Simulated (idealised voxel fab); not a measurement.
process module | voxel trench capacitor
cross-section cut | 295 nm wide | cells 5 nm
A cross-section is a grid of square cells, given in bands from the top down. A band is one or more rows of cells.
Each band's line starts with the height of the band's top and of its bottom, in nm. Then come its materials from left to right, each with its width in nm. One material with "throughout" fills the band from edge to edge. "air" is empty space.
Height 0 is the level under which the wafer as received is all one material. The lowest band goes on downwards, as in "0 down".
A width such as "30 to 40" changes by the same amount from each row of cells to the next, from the band's top row to its bottom row.
"no change" after a step means that no cell of the cross-section changed.
closed voids: empty space of 8 cells or more with no open way to the top, each as width x height at its distance from the left edge, in nm
after a step's settings: what the simulator itself notes on the step
overlay nm, on a step with a mask: how far to the right of its planned place the mask lay; to the left if negative
plan
1 op RECEIVE | material Si
2 op CONFORMAL_DEP | material SiN | thk nm 5
3 op DIRECTIONAL_DEP | material aC | thk nm 10
4 op PATTERN | tone open | mask id TRENCH | material resist | width nm 20 | pitch nm 50 | thk nm 30 | overlay nm 0
5 op DIRECTIONAL_ETCH | etch materials aC | depth nm 10
6 op STRIP | etch materials resist
7 op DIRECTIONAL_ETCH | etch materials SiN | depth nm 5
8 op DIRECTIONAL_ETCH | etch materials Si | depth nm 35
9 op STRIP | etch materials aC
10 op CONFORMAL_DEP | material SiO2 | thk nm 5
11 op FILL_DEP | material polySi | thk nm 10
12 op CMP | height nm 5
first wafer, as planned
as received, after step 1
  0 down: Si throughout
  closed voids: none
after step 2
  5 to 0: SiN throughout
  below 0: unchanged
after step 3
  15 to 5: aC throughout
  below 5: unchanged
after step 4
  45 to 15: resist 60 | air 20 | resist 30 | air 20 | resist 30 | air 20 | resist 30 | air 20 | resist 65
  below 15: unchanged
after step 5
  35 to 15: resist 60 | air 20 | resist 30 | air 20 | resist 30 | air 20 | resist 30 | air 20 | resist 65
  15 to 5: aC 60 | air 20 | aC 30 | air 20 | aC 30 | air 20 | aC 30 | air 20 | aC 65
  below 5: unchanged
after step 6
  15 to 5: aC 60 | air 20 | aC 30 | air 20 | aC 30 | air 20 | aC 30 | air 20 | aC 65
  below 5: unchanged
after step 7
  15 to 5: aC 60 | air 20 | aC 30 | air 20 | aC 30 | air 20 | aC 30 | air 20 | aC 65
  5 to 0: SiN 60 | air 20 | SiN 30 | air 20 | SiN 30 | air 20 | SiN 30 | air 20 | SiN 65
  below 0: unchanged
after step 8
  15 to 5: aC 60 | air 20 | aC 30 | air 20 | aC 30 | air 20 | aC 30 | air 20 | aC 65
  5 to 0: SiN 60 | air 20 | SiN 30 | air 20 | SiN 30 | air 20 | SiN 30 | air 20 | SiN 65
  0 to -35: Si 60 | air 20 | Si 30 | air 20 | Si 30 | air 20 | Si 30 | air 20 | Si 65
  below -35: unchanged
after step 9
  5 to 0: SiN 60 | air 20 | SiN 30 | air 20 | SiN 30 | air 20 | SiN 30 | air 20 | SiN 65
  below 0: unchanged
after step 10
  10 to 5: SiO2 65 | air 10 | SiO2 40 | air 10 | SiO2 40 | air 10 | SiO2 40 | air 10 | SiO2 70
  5 to 0: SiN 60 | SiO2 5 | air 10 | SiO2 5 | SiN 30 | SiO2 5 | air 10 | SiO2 5 | SiN 30 | SiO2 5 | air 10 | SiO2 5 | SiN 30 | SiO2 5 | air 10 | SiO2 5 | SiN 65
  0 to -30: Si 60 | SiO2 5 | air 10 | SiO2 5 | Si 30 | SiO2 5 | air 10 | SiO2 5 | Si 30 | SiO2 5 | air 10 | SiO2 5 | Si 30 | SiO2 5 | air 10 | SiO2 5 | Si 65
  -30 to -35: Si 60 | SiO2 20 | Si 30 | SiO2 20 | Si 30 | SiO2 20 | Si 30 | SiO2 20 | Si 65
  below -35: unchanged
after step 11
  20 to 10: polySi throughout
  10 to 5: SiO2 65 | polySi 10 | SiO2 40 | polySi 10 | SiO2 40 | polySi 10 | SiO2 40 | polySi 10 | SiO2 70
  5 to 0: SiN 60 | SiO2 5 | polySi 10 | SiO2 5 | SiN 30 | SiO2 5 | polySi 10 | SiO2 5 | SiN 30 | SiO2 5 | polySi 10 | SiO2 5 | SiN 30 | SiO2 5 | polySi 10 | SiO2 5 | SiN 65
  0 to -30: Si 60 | SiO2 5 | polySi 10 | SiO2 5 | Si 30 | SiO2 5 | polySi 10 | SiO2 5 | Si 30 | SiO2 5 | polySi 10 | SiO2 5 | Si 30 | SiO2 5 | polySi 10 | SiO2 5 | Si 65
  below -30: unchanged
after step 12
  5 to 0: SiN 60 | SiO2 5 | polySi 10 | SiO2 5 | SiN 30 | SiO2 5 | polySi 10 | SiO2 5 | SiN 30 | SiO2 5 | polySi 10 | SiO2 5 | SiN 30 | SiO2 5 | polySi 10 | SiO2 5 | SiN 65
  below 0: unchanged
second wafer: like start, like plan, one mistake. Through step 5 it matches the first wafer
when step 6 should have ended
  35 to 15: resist 60 | air 20 | resist 30 | air 20 | resist 30 | air 20 | resist 30 | air 20 | resist 65
  15 to 5: aC 60 | air 20 | aC 30 | air 20 | aC 30 | air 20 | aC 30 | air 20 | aC 65
  5 to 0: SiN 60 | air 20 | SiN 30 | air 20 | SiN 30 | air 20 | SiN 30 | air 20 | SiN 65
  below 0: unchanged
when step 7 should have ended
  15 to 5: aC 60 | air 20 | aC 30 | air 20 | aC 30 | air 20 | aC 30 | air 20 | aC 65
  below 5: unchanged
when step 8 should have ended
  15 to 5: aC 60 | air 20 | aC 30 | air 20 | aC 30 | air 20 | aC 30 | air 20 | aC 65
  5 to 0: SiN 60 | air 20 | SiN 30 | air 20 | SiN 30 | air 20 | SiN 30 | air 20 | SiN 65
  0 to -35: Si 60 | air 20 | Si 30 | air 20 | Si 30 | air 20 | Si 30 | air 20 | Si 65
  below -35: unchanged
when step 9 should have ended
  5 to 0: SiN 60 | air 20 | SiN 30 | air 20 | SiN 30 | air 20 | SiN 30 | air 20 | SiN 65
  below 0: unchanged
when step 10 should have ended
  10 to 5: SiO2 65 | air 10 | SiO2 40 | air 10 | SiO2 40 | air 10 | SiO2 40 | air 10 | SiO2 70
  5 to 0: SiN 60 | SiO2 5 | air 10 | SiO2 5 | SiN 30 | SiO2 5 | air 10 | SiO2 5 | SiN 30 | SiO2 5 | air 10 | SiO2 5 | SiN 30 | SiO2 5 | air 10 | SiO2 5 | SiN 65
  0 to -30: Si 60 | SiO2 5 | air 10 | SiO2 5 | Si 30 | SiO2 5 | air 10 | SiO2 5 | Si 30 | SiO2 5 | air 10 | SiO2 5 | Si 30 | SiO2 5 | air 10 | SiO2 5 | Si 65
  -30 to -35: Si 60 | SiO2 20 | Si 30 | SiO2 20 | Si 30 | SiO2 20 | Si 30 | SiO2 20 | Si 65
  below -35: unchanged
when step 11 should have ended
  20 to 10: polySi throughout
  10 to 5: SiO2 65 | polySi 10 | SiO2 40 | polySi 10 | SiO2 40 | polySi 10 | SiO2 40 | polySi 10 | SiO2 70
  5 to 0: SiN 60 | SiO2 5 | polySi 10 | SiO2 5 | SiN 30 | SiO2 5 | polySi 10 | SiO2 5 | SiN 30 | SiO2 5 | polySi 10 | SiO2 5 | SiN 30 | SiO2 5 | polySi 10 | SiO2 5 | SiN 65
  0 to -30: Si 60 | SiO2 5 | polySi 10 | SiO2 5 | Si 30 | SiO2 5 | polySi 10 | SiO2 5 | Si 30 | SiO2 5 | polySi 10 | SiO2 5 | Si 30 | SiO2 5 | polySi 10 | SiO2 5 | Si 65
  below -30: unchanged
when step 12 should have ended
  5 to 0: SiN 60 | SiO2 5 | polySi 10 | SiO2 5 | SiN 30 | SiO2 5 | polySi 10 | SiO2 5 | SiN 30 | SiO2 5 | polySi 10 | SiO2 5 | SiN 30 | SiO2 5 | polySi 10 | SiO2 5 | SiN 65
  below 0: unchanged
what went wrong: steps 6 and 7 were swapped
at the end the two cross-sections are the same: no effect in what this model computes
